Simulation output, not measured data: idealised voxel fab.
process module | voxel quadruple lines
cross-section cut | 270 nm wide | cells 5 nm
A cross-section is a grid of square cells, given in bands from the top down. A band is one or more rows of cells.
Each band's line starts with the height of the band's top and of its bottom, in nm. Then come its materials from left to right, each with its width in nm. One material with "throughout" fills the band from edge to edge. "air" is empty space.
Height 0 is the level under which the wafer as received is all one material. The lowest band goes on downwards, as in "0 down".
A width such as "30 to 40" changes by the same amount from each row of cells to the next, from the band's top row to its bottom row.
"no change" after a step means that no cell of the cross-section changed.
closed voids: empty space of 8 cells or more with no open way to the top, each as width x height at its distance from the left edge, in nm
after a step's settings: what the simulator itself notes on the step
overlay nm, on a step with a mask: how far to the right of its planned place the mask lay; to the left if negative
plan
1 op RECEIVE | material Si
2 op CONFORMAL_DEP | material SiO2 | thk nm 10
3 op DIRECTIONAL_DEP | material Ru | thk nm 10
4 op DIRECTIONAL_DEP | material polySi | thk nm 15
5 op DIRECTIONAL_DEP | material aC | thk nm 25
6 op PATTERN | tone cover | mask id MANDREL | material resist | width nm 30 | pitch nm 80 | thk nm 30 | overlay nm 0
7 op DIRECTIONAL_ETCH | etch materials aC | depth nm 25
8 op STRIP | etch materials resist
9 op CONFORMAL_DEP | material SiO2 | thk nm 10
10 op DIRECTIONAL_ETCH | etch materials SiO2 | depth nm 10
11 op STRIP | etch materials aC
12 op DIRECTIONAL_ETCH | etch materials polySi | depth nm 15
13 op STRIP | etch materials SiO2
14 op CONFORMAL_DEP | material SiCN | thk nm 10
15 op DIRECTIONAL_ETCH | etch materials SiCN | depth nm 10
16 op STRIP | etch materials polySi
17 op DIRECTIONAL_ETCH | etch materials Ru | depth nm 10
18 op STRIP | etch materials SiCN
first wafer, as planned
as received, after step 1
  0 down: Si throughout
  closed voids: none
after step 2
  10 to 0: SiO2 throughout
  below 0: unchanged
after step 3
  20 to 10: Ru throughout
  below 10: unchanged
after step 4
  35 to 20: polySi throughout
  below 20: unchanged
after step 5
  60 to 35: aC throughout
  below 35: unchanged
after step 6
  90 to 60: air 80 | resist 30 | air 50 | resist 30 | air 80
  below 60: unchanged
after step 7
  65 to 60: air 80 | resist 30 | air 50 | resist 30 | air 80
  60 to 35: air 80 | aC 30 | air 50 | aC 30 | air 80
  below 35: unchanged
after step 8
  60 to 35: air 80 | aC 30 | air 50 | aC 30 | air 80
  below 35: unchanged
after step 9
  70 to 60: air 70 | SiO2 50 | air 30 | SiO2 50 | air 70
  60 to 45: air 70 | SiO2 10 | aC 30 | SiO2 10 | air 30 | SiO2 10 | aC 30 | SiO2 10 | air 70
  45 to 35: SiO2 80 | aC 30 | SiO2 50 | aC 30 | SiO2 80
  below 35: unchanged
after step 10
  60 to 35: air 70 | SiO2 10 | aC 30 | SiO2 10 | air 30 | SiO2 10 | aC 30 | SiO2 10 | air 70
  below 35: unchanged
after step 11
  60 to 35: air 70 | SiO2 10 | air 30 | SiO2 10 | air 30 | SiO2 10 | air 30 | SiO2 10 | air 70
  below 35: unchanged
after step 12
  60 to 35: air 70 | SiO2 10 | air 30 | SiO2 10 | air 30 | SiO2 10 | air 30 | SiO2 10 | air 70
  35 to 20: air 70 | polySi 10 | air 30 | polySi 10 | air 30 | polySi 10 | air 30 | polySi 10 | air 70
  below 20: unchanged
after step 13
  35 to 20: air 70 | polySi 10 | air 30 | polySi 10 | air 30 | polySi 10 | air 30 | polySi 10 | air 70
  below 20: unchanged
after step 14
  45 to 35: air 60 | SiCN 30 | air 10 | SiCN 30 | air 10 | SiCN 30 | air 10 | SiCN 30 | air 60
  35 to 30: air 60 | SiCN 10 | polySi 10 | SiCN 10 | air 10 | SiCN 10 | polySi 10 | SiCN 10 | air 10 | SiCN 10 | polySi 10 | SiCN 10 | air 10 | SiCN 10 | polySi 10 | SiCN 10 | air 60
  30 to 20: SiCN 70 | polySi 10 | SiCN 30 | polySi 10 | SiCN 30 | polySi 10 | SiCN 30 | polySi 10 | SiCN 70
  below 20: unchanged
after step 15
  35 to 20: air 60 | SiCN 10 | polySi 10 | SiCN 10 | air 10 | SiCN 10 | polySi 10 | SiCN 10 | air 10 | SiCN 10 | polySi 10 | SiCN 10 | air 10 | SiCN 10 | polySi 10 | SiCN 10 | air 60
  below 20: unchanged
after step 16
  35 to 20: air 60 | SiCN 10 | air 10 | SiCN 10 | air 10 | SiCN 10 | air 10 | SiCN 10 | air 10 | SiCN 10 | air 10 | SiCN 10 | air 10 | SiCN 10 | air 10 | SiCN 10 | air 60
  below 20: unchanged
after step 17
  35 to 20: air 60 | SiCN 10 | air 10 | SiCN 10 | air 10 | SiCN 10 | air 10 | SiCN 10 | air 10 | SiCN 10 | air 10 | SiCN 10 | air 10 | SiCN 10 | air 10 | SiCN 10 | air 60
  20 to 10: air 60 | Ru 10 | air 10 | Ru 10 | air 10 | Ru 10 | air 10 | Ru 10 | air 10 | Ru 10 | air 10 | Ru 10 | air 10 | Ru 10 | air 10 | Ru 10 | air 60
  below 10: unchanged
after step 18
  20 to 10: air 60 | Ru 10 | air 10 | Ru 10 | air 10 | Ru 10 | air 10 | Ru 10 | air 10 | Ru 10 | air 10 | Ru 10 | air 10 | Ru 10 | air 10 | Ru 10 | air 60
  below 10: unchanged
second wafer: like start, like plan, one mistake. Through step 15 it matches the first wafer
when step 16 should have ended
  35 to 20: air 70 | polySi 10 | air 30 | polySi 10 | air 30 | polySi 10 | air 30 | polySi 10 | air 70
  below 20: unchanged
when step 17 should have ended
  35 to 20: air 70 | polySi 10 | air 30 | polySi 10 | air 30 | polySi 10 | air 30 | polySi 10 | air 70
  20 to 10: air 70 | Ru 10 | air 30 | Ru 10 | air 30 | Ru 10 | air 30 | Ru 10 | air 70
  below 10: unchanged
when step 18 should have ended: no change
what went wrong: step 16 ran as: op STRIP | etch materials SiCN
at the end the second wafer has, in cells: 16 fewer of Ru | 24 more of polySi
